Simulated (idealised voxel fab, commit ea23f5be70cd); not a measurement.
Module name: voxel released beams (process module)
The cross-section shown here is cut; it is 195 nm wide and divided into square cells measuring 5 nm on a side.
When this document writes out a cross-section, it uses a grid of square cells and lists it as bands, beginning at the top and moving down, with a band standing for one or more rows of cells. This entry defines a band. It first specifies the height of the band's top and the height of its bottom in nm, and then specifies the band's materials from left to right, stating each material with its width in nm. The word "full width" identifies a single material that fills the band from edge to edge, while the word "empty" identifies empty space. A quick word on heights: they are counted from 0, and under that level the wafer as it came to us is one material throughout. The lowest band is different from the rest in having no bottom; it simply continues downward, written as in "z 0 and below". The expression "30..40" gives the width at the extremes of the band, the first number at its top row of cells and the second at its bottom row, with the width changing by equal amounts from each row to the next in between. Take "nothing changed" at face value: in the step it is given for, the cross-section changed in none of its cells. Under "Closed void register" you'll find the enclosed gaps, the ones with no way out to the top, that are 8 cells or bigger; each reads width x height at distance, with distance counted from the left edge, everything in nm. Whatever follows a step's settings on its line is a remark the simulator itself makes about that step. overlay nm: for a step with a mask, the amount by which the mask lay right of where it was planned; a negative amount means left of it.
[Process steps - plan]
step 1: RECEIVE (material Si)
step 2: CONFORMAL_DEP (material SiN; thk nm 10)
step 3: DIRECTIONAL_DEP (material SiO2; thk nm 20)
step 4: MASKED_ETCH (tone open; mask id ANCHOR; width nm 45; etch materials SiO2; depth nm 20; overlay nm 0)
step 5: CONFORMAL_DEP (material TiN; thk nm 15)
step 6: PATTERN (tone cover; mask id BEAM; material resist; width nm 125; thk nm 15; overlay nm 0)
step 7: DIRECTIONAL_ETCH (etch materials TiN; depth nm 15)
step 8: STRIP (etch materials resist)
step 9: STRIP (etch materials SiO2)
[First of two wafers, with the run carried out as planned]
[as received, after step 1]
    z 0 and below: Si full width
    Closed void register: none
[So this is the wafer cross-section right after step 2]
    z 10 to 0: SiN full width
    Under the height 0 nothing was changed.
[So this is the wafer cross-section right after step 3]
    z 30 to 10: SiO2 full width
    Under the height 10 nothing was changed.
[So this is the wafer cross-section right after step 4]
    z 30 to 10: SiO2=35 | empty=45 | SiO2=115
    Under the height 10 nothing was changed.
[So this is the wafer cross-section right after step 5]
    z 45 to 30: TiN=50 | empty=15 | TiN=130
    z 30 to 25: SiO2=35 | TiN=15 | empty=15 | TiN=15 | SiO2=115
    z 25 to 10: SiO2=35 | TiN=45 | SiO2=115
    Under the height 10 nothing was changed.
[So this is the wafer cross-section right after step 6]
    z 60 to 45: empty=30 | resist=125 | empty=40
    z 45 to 30: TiN=50 | resist=15 | TiN=130
    z 30 to 25: SiO2=35 | TiN=15 | resist=15 | TiN=15 | SiO2=115
    Under the height 25 nothing was changed.
[So this is the wafer cross-section right after step 7]
    z 60 to 45: empty=30 | resist=125 | empty=40
    z 45 to 30: empty=30 | TiN=20 | resist=15 | TiN=90 | empty=40
    Under the height 30 nothing was changed.
[So this is the wafer cross-section right after step 8]
    z 45 to 30: empty=30 | TiN=20 | empty=15 | TiN=90 | empty=40
    z 30 to 25: SiO2=35 | TiN=15 | empty=15 | TiN=15 | SiO2=115
    Under the height 25 nothing was changed.
[So this is the wafer cross-section right after step 9]
    z 45 to 30: empty=30 | TiN=20 | empty=15 | TiN=90 | empty=40
    z 30 to 25: empty=35 | TiN=15 | empty=15 | TiN=15 | empty=115
    z 25 to 10: empty=35 | TiN=45 | empty=115
    Under the height 10 nothing was changed.
[Second wafer: same start and same plan as the first, one execution error; identical to the first through step 1]
[Second wafer shown in cross-section at the time step 2 was slated to end]
    z 10 to 0: TiN full width
    Under the height 0 nothing was changed.
[Second wafer shown in cross-section at the time step 3 was slated to end]
    z 30 to 10: SiO2 full width
    Under the height 10 nothing was changed.
[Second wafer shown in cross-section at the time step 4 was slated to end]
    z 30 to 10: SiO2=35 | empty=45 | SiO2=115
    Under the height 10 nothing was changed.
[Second wafer shown in cross-section at the time step 5 was slated to end]
    z 45 to 30: TiN=50 | empty=15 | TiN=130
    z 30 to 25: SiO2=35 | TiN=15 | empty=15 | TiN=15 | SiO2=115
    z 25 to 10: SiO2=35 | TiN=45 | SiO2=115
    Under the height 10 nothing was changed.
[Second wafer shown in cross-section at the time step 6 was slated to end]
    z 60 to 45: empty=30 | resist=125 | empty=40
    z 45 to 30: TiN=50 | resist=15 | TiN=130
    z 30 to 25: SiO2=35 | TiN=15 | resist=15 | TiN=15 | SiO2=115
    Under the height 25 nothing was changed.
[Second wafer shown in cross-section at the time step 7 was slated to end]
    z 60 to 45: empty=30 | resist=125 | empty=40
    z 45 to 30: empty=30 | TiN=20 | resist=15 | TiN=90 | empty=40
    Under the height 30 nothing was changed.
[Second wafer shown in cross-section at the time step 8 was slated to end]
    z 45 to 30: empty=30 | TiN=20 | empty=15 | TiN=90 | empty=40
    z 30 to 25: SiO2=35 | TiN=15 | empty=15 | TiN=15 | SiO2=115
    Under the height 25 nothing was changed.
[Second wafer shown in cross-section at the time step 9 was slated to end]
    z 45 to 30: empty=30 | TiN=20 | empty=15 | TiN=90 | empty=40
    z 30 to 25: empty=35 | TiN=15 | empty=15 | TiN=15 | empty=115
    z 25 to 10: empty=35 | TiN=45 | empty=115
    Under the height 10 nothing was changed.
Plan not followed: in deviation from the planned setting, step 2 was conducted as CONFORMAL_DEP (material TiN; thk nm 10)
In the final state, the cell counts of the second wafer exceed or fall short of those of the first for the following materials: -78 SiN, +78 TiN
